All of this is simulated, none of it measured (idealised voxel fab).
process module | voxel gate over fins
cross-section cut | 270 nm wide | cells 5 nm
A cross-section is a grid of square cells, given in bands from the top down. A band is one or more rows of cells.
Each band's line starts with the height of the band's top and of its bottom, in nm. Then come its materials from left to right, each with its width in nm. One material with "throughout" fills the band from edge to edge. "air" is empty space.
Height 0 is the level under which the wafer as received is all one material. The lowest band goes on downwards, as in "0 down".
A width such as "30 to 40" changes by the same amount from each row of cells to the next, from the band's top row to its bottom row.
"no change" after a step means that no cell of the cross-section changed.
closed voids: empty space of 8 cells or more with no open way to the top, each as width x height at its distance from the left edge, in nm
after a step's settings: what the simulator itself notes on the step
overlay nm, on a step with a mask: how far to the right of its planned place the mask lay; to the left if negative
plan
1 op RECEIVE | material Si
2 op CONFORMAL_DEP | material SiN | thk nm 5
3 op DIRECTIONAL_DEP | material aC | thk nm 10
4 op PATTERN | tone cover | mask id FINS | material resist | width nm 15 | pitch nm 50 | thk nm 30 | overlay nm 0
5 op DIRECTIONAL_ETCH | etch materials aC | depth nm 10
6 op STRIP | etch materials resist
7 op DIRECTIONAL_ETCH | etch materials SiN | depth nm 5
8 op DIRECTIONAL_ETCH | etch materials Si | depth nm 40
9 op STRIP | etch materials aC
10 op FILL_DEP | material SiO2 | thk nm 5
11 op CMP | height nm 5
12 op PATTERN | tone open | mask id RAIL | material resist | width nm 15 | thk nm 20 | overlay nm 0
13 op DIRECTIONAL_ETCH | etch materials SiO2 | depth nm 40
14 op STRIP | etch materials resist
15 op CONFORMAL_DEP | material TiN | thk nm 5
16 op FILL_DEP | material W | thk nm 5
17 op CMP | height nm 5
18 op SELECTIVE_ETCH | etch materials W Ru TiN | depth nm 20
19 op FILL_DEP | material SiO2 | thk nm 5
20 op CMP | height nm 5
21 op SELECTIVE_ETCH | etch materials SiO2 | depth nm 15
22 op STRIP | etch materials SiN
23 op CONFORMAL_DEP | material HfO2 | thk nm 5
24 op CONFORMAL_DEP | material TiN | thk nm 5
25 op FILL_DEP | material W | thk nm 10
26 op CMP | height nm 15
27 op CONFORMAL_DEP | material SiCN | thk nm 5
as received, after step 1
  0 down: Si throughout
  closed voids: none
a wafer at the end: this start, this plan, one mistake
  20 to 15: SiCN throughout
  15 to 10: W throughout
  10 to 5: W 90 | SiCN 35 | W 15 | SiCN 35 | W 95
  5 to 0: W 90 | SiCN 5 | HfO2 25 | SiCN 5 | W 15 | SiCN 5 | HfO2 25 | SiCN 5 | W 95
  0 to -5: SiCN 95 | HfO2 5 | Si 15 | HfO2 5 | SiCN 25 | HfO2 5 | Si 15 | HfO2 5 | SiCN 100
  -5 to -10: HfO2 100 | Si 15 | HfO2 35 | Si 15 | HfO2 105
  -10 to -15: SiO2 100 | Si 15 | SiO2 35 | Si 15 | SiO2 105
  -15 to -30: SiO2 100 | Si 15 | SiO2 10 | TiN 5 | W 5 | TiN 5 | SiO2 10 | Si 15 | SiO2 105
  -30 to -35: SiO2 100 | Si 15 | SiO2 10 | TiN 15 | SiO2 10 | Si 15 | SiO2 105
  -35 to -40: SiO2 100 | Si 15 | SiO2 35 | Si 15 | SiO2 105
  -40 down: Si throughout
  closed voids: none
what went wrong: step 24 ran as: op CONFORMAL_DEP | material SiCN | thk nm 5
